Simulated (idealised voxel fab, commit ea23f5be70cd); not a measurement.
process module | voxel ribs on slabs
cross-section cut | 290 nm wide | cells 5 nm
A cross-section is a grid of square cells, given in bands from the top down. A band is one or more rows of cells.
Each band's line starts with the height of the band's top and of its bottom, in nm. Then come its materials from left to right, each with its width in nm. One material with "throughout" fills the band from edge to edge. "air" is empty space.
Height 0 is the level under which the wafer as received is all one material. The lowest band goes on downwards, as in "0 down".
A width such as "30 to 40" changes by the same amount from each row of cells to the next, from the band's top row to its bottom row.
"no change" after a step means that no cell of the cross-section changed.
closed voids: empty space of 8 cells or more with no open way to the top, each as width x height at its distance from the left edge, in nm
after a step's settings: what the simulator itself notes on the step
overlay nm, on a step with a mask: how far to the right of its planned place the mask lay; to the left if negative
plan
1 op RECEIVE | material Si
2 op DIRECTIONAL_DEP | material SiO2 | thk nm 30
3 op DIRECTIONAL_DEP | material polySi | thk nm 20
4 op MASKED_ETCH | tone cover | mask id RIB | width nm 25 | etch materials polySi | depth nm 5 | overlay nm 0
5 op PATTERN | tone cover | mask id SLAB | material resist | width nm 55 | thk nm 15 | overlay nm 0
6 op DIRECTIONAL_ETCH | etch materials polySi | depth nm 15
7 op STRIP | etch materials resist
8 op FILL_DEP | material SiO2 | thk nm 20
9 op CMP | height nm 60
10 op DIRECTIONAL_DEP | material W | thk nm 5
11 op MASKED_ETCH | tone cover | mask id HEATER | width nm 35 | etch materials W | depth nm 5 | overlay nm 0
12 op CONFORMAL_DEP | material SiN | thk nm 10
as received, after step 1
  0 down: Si throughout
  closed voids: none
a wafer at the end: this start, this plan, one mistake
  75 to 70: air 115 | SiN 55 | air 120
  70 to 65: SiN throughout
  65 to 60: SiN 125 | W 35 | SiN 130
  60 to 20: SiO2 throughout
  20 to 0: polySi throughout
  0 down: Si throughout
  closed voids: none
what went wrong: steps 2 and 3 were swapped
